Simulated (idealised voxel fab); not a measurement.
Process module heading - voxel released beams
Cross-sectional view cut (width: 270 nm; square cell size: 5 nm).
Think of the cross-section as a grid of square cells. We describe it in bands, top to bottom, and each band covers one or more rows of those cells.
Per band: top height and bottom height in nm, followed by the left-to-right materials and their widths in nm; "throughout" marks a single material spanning edge to edge, "empty" marks empty space.
Height is counted from the level 0, under which the received wafer is composed throughout of one material. The lowest of the bands is not closed at the bottom but continues downward, in the notation "z 0 and below".
When a width is written as two numbers, as in "30->40", the first number is the width in the top row of cells of the band and the second is the width in its bottom row, and the width changes by the same amount from each row to the next.
For the purposes of this document, the phrase "nothing altered" attached to a step denotes that no cell within the cross-section was modified by that step.
Closed empty spaces (no open way to the top) of 8 cells or more are what "Closed internal cavities" lists, each as width x height at distance from the left edge, nm for all three.
Read whatever lies past the settings on a step's line as the simulator's own remark about the step.
The setting "overlay nm" may be written on the line of a step. When the step uses a mask, the value reports how far to the right of the planned place the mask lay, and a negative value reports that it lay to the left.

plan:
1) RECEIVE [material Si]
2) CONFORMAL_DEP [material Al2O3] [thk nm 10]
3) DIRECTIONAL_DEP [material SiO2] [thk nm 15]
4) PATTERN [tone open] [mask id ANCHOR] [material resist] [width nm 40] [thk nm 15] [overlay nm 0]
5) DIRECTIONAL_ETCH [etch materials SiO2] [depth nm 15]
6) STRIP [etch materials resist]
7) CONFORMAL_DEP [material polySi] [thk nm 15]
8) PATTERN [tone cover] [mask id BEAM] [material resist] [width nm 125] [thk nm 20] [overlay nm 0]
9) DIRECTIONAL_ETCH [etch materials polySi] [depth nm 15]
10) STRIP [etch materials resist]
11) STRIP [etch materials SiO2]

As-received wafer cross-section (after step 1):
- z 0 and below  Si throughout
- Closed internal cavities: none

Sectioned view, first of two wafers, at the close of the module, processed as intended in the plan:
- z 40 to 25  empty (70), polySi (20), empty (10), polySi (95), empty (75)
- z 25 to 10  empty (75), polySi (40), empty (155)
- z 10 to 0  Al2O3 throughout
- z 0 and below  Si throughout
- Closed internal cavities: none

Here is the second of the two wafers cut open at the end of the module - same start, same plan as the first one, but we made one mistake running it:
- z 40 to 25  empty (70), polySi (125), empty (75)
- z 25 to 15  Al2O3 throughout
- z 15 to 0  SiO2 throughout
- z 0 and below  Si throughout
- Closed internal cavities: none
Here's what went sideways: transposition of steps 2 and 3 relative to the planned sequence
Heads up, by the end the second wafer has more or fewer cells of some materials compared to the first: SiO2: 162 more | polySi: 18 fewer
